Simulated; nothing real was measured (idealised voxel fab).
process module | voxel fin reveal
cross-section cut | 190 nm wide | cells 5 nm
A cross-section is a grid of square cells, given in bands from the top down. A band is one or more rows of cells.
Each band's line starts with the height of the band's top and of its bottom, in nm. Then come its materials from left to right, each with its width in nm. One material with "throughout" fills the band from edge to edge. "air" is empty space.
Height 0 is the level under which the wafer as received is all one material. The lowest band goes on downwards, as in "0 down".
A width such as "30 to 40" changes by the same amount from each row of cells to the next, from the band's top row to its bottom row.
"no change" after a step means that no cell of the cross-section changed.
closed voids: empty space of 8 cells or more with no open way to the top, each as width x height at its distance from the left edge, in nm
after a step's settings: what the simulator itself notes on the step
overlay nm, on a step with a mask: how far to the right of its planned place the mask lay; to the left if negative
plan
1 op RECEIVE | material Si
2 op CONFORMAL_DEP | material SiN | thk nm 5
3 op PATTERN | tone cover | mask id FINS | material resist | width nm 15 | pitch nm 45 | thk nm 20 | overlay nm 0
4 op DIRECTIONAL_ETCH | etch materials SiN | depth nm 5
5 op DIRECTIONAL_ETCH | etch materials Si | depth nm 35
6 op STRIP | etch materials resist
7 op OXIDIZE | depth nm 5
8 op FILL_DEP | material SiO2 | thk nm 5
9 op CMP | height nm 5
10 op SELECTIVE_ETCH | etch materials SiO2 | depth nm 15
11 op STRIP | etch materials SiN
12 op CONFORMAL_DEP | material SiO2 | thk nm 5
as received, after step 1
  0 down: Si throughout
  closed voids: none
a wafer at the end: this start, this plan, one mistake
  5 to 0: air 15 | SiO2 25 | air 20 | SiO2 25 | air 20 | SiO2 25 | air 20 | SiO2 25 | air 15
  0 to -5: air 15 | SiO2 5 | Si 15 | SiO2 5 | air 20 | SiO2 5 | Si 15 | SiO2 5 | air 20 | SiO2 5 | Si 15 | SiO2 5 | air 20 | SiO2 5 | Si 15 | SiO2 5 | air 15
  -5 to -40: SiO2 20 | Si 15 | SiO2 30 | Si 15 | SiO2 30 | Si 15 | SiO2 30 | Si 15 | SiO2 20
  -40 down: Si throughout
  closed voids: none
what went wrong: step 3 ran as: op PATTERN | tone cover | mask id FINS | material resist | width nm 25 | pitch nm 45 | thk nm 20 | overlay nm 0
